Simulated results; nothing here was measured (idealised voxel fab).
process module | voxel local oxidation
cross-section cut | 260 nm wide | cells 5 nm
A cross-section is a grid of square cells, given in bands from the top down. A band is one or more rows of cells.
Each band's line starts with the height of the band's top and of its bottom, in nm. Then come its materials from left to right, each with its width in nm. One material with "throughout" fills the band from edge to edge. "air" is empty space.
Height 0 is the level under which the wafer as received is all one material. The lowest band goes on downwards, as in "0 down".
A width such as "30 to 40" changes by the same amount from each row of cells to the next, from the band's top row to its bottom row.
"no change" after a step means that no cell of the cross-section changed.
closed voids: empty space of 8 cells or more with no open way to the top, each as width x height at its distance from the left edge, in nm
after a step's settings: what the simulator itself notes on the step
overlay nm, on a step with a mask: how far to the right of its planned place the mask lay; to the left if negative
plan
1 op RECEIVE | material Si
2 op OXIDIZE | depth nm 5
3 op CONFORMAL_DEP | material SiN | thk nm 15
4 op PATTERN | tone cover | mask id ACTIVE | material resist | width nm 100 | pitch nm 125 | thk nm 20 | overlay nm 0
5 op DIRECTIONAL_ETCH | etch materials SiN | depth nm 15
6 op STRIP | etch materials resist
7 op SELECTIVE_ETCH | etch materials SiO2 | depth nm 5
8 op OXIDIZE | depth nm 15
9 op STRIP | etch materials SiN
first wafer, as planned
as received, after step 1
  0 down: Si throughout
  closed voids: none
after step 2
  0 to -5: SiO2 throughout
  below -5: unchanged
after step 3
  15 to 0: SiN throughout
  below 0: unchanged
after step 4
  35 to 15: air 15 | resist 100 | air 25 | resist 100 | air 20
  below 15: unchanged
after step 5
  35 to 15: air 15 | resist 100 | air 25 | resist 100 | air 20
  15 to 0: air 15 | SiN 100 | air 25 | SiN 100 | air 20
  below 0: unchanged
after step 6
  15 to 0: air 15 | SiN 100 | air 25 | SiN 100 | air 20
  below 0: unchanged
after step 7
  15 to 0: air 15 | SiN 100 | air 25 | SiN 100 | air 20
  0 to -5: air 20 | SiO2 90 | air 35 | SiO2 90 | air 25
  below -5: unchanged
after step 8
  15 to 0: air 15 | SiN 100 | air 25 | SiN 100 | air 20
  0 to -5: air 20 | SiO2 90 | air 35 | SiO2 90 | air 25
  -5 to -20: SiO2 35 | Si 60 | SiO2 65 | Si 60 | SiO2 40
  below -20: unchanged
after step 9
  0 to -5: air 20 | SiO2 90 | air 35 | SiO2 90 | air 25
  below -5: unchanged
second wafer: like start, like plan, one mistake. Through step 5 it matches the first wafer
when step 6 should have ended
  15 to 0: air 15 | SiN 100 | air 25 | SiN 100 | air 20
  below 0: unchanged
when step 7 should have ended
  15 to 0: air 15 | SiN 100 | air 25 | SiN 100 | air 20
  0 to -5: air 20 | SiO2 90 | air 35 | SiO2 90 | air 25
  below -5: unchanged
when step 8 should have ended
  15 to 0: air 15 | SiN 100 | air 25 | SiN 100 | air 20
  0 to -5: air 20 | SiO2 90 | air 35 | SiO2 90 | air 25
  -5 to -20: SiO2 35 | Si 60 | SiO2 65 | Si 60 | SiO2 40
  below -20: unchanged
when step 9 should have ended
  0 to -5: air 20 | SiO2 90 | air 35 | SiO2 90 | air 25
  below -5: unchanged
what went wrong: step 6 was run twice
at the end the two cross-sections are the same: no effect in what this model computes
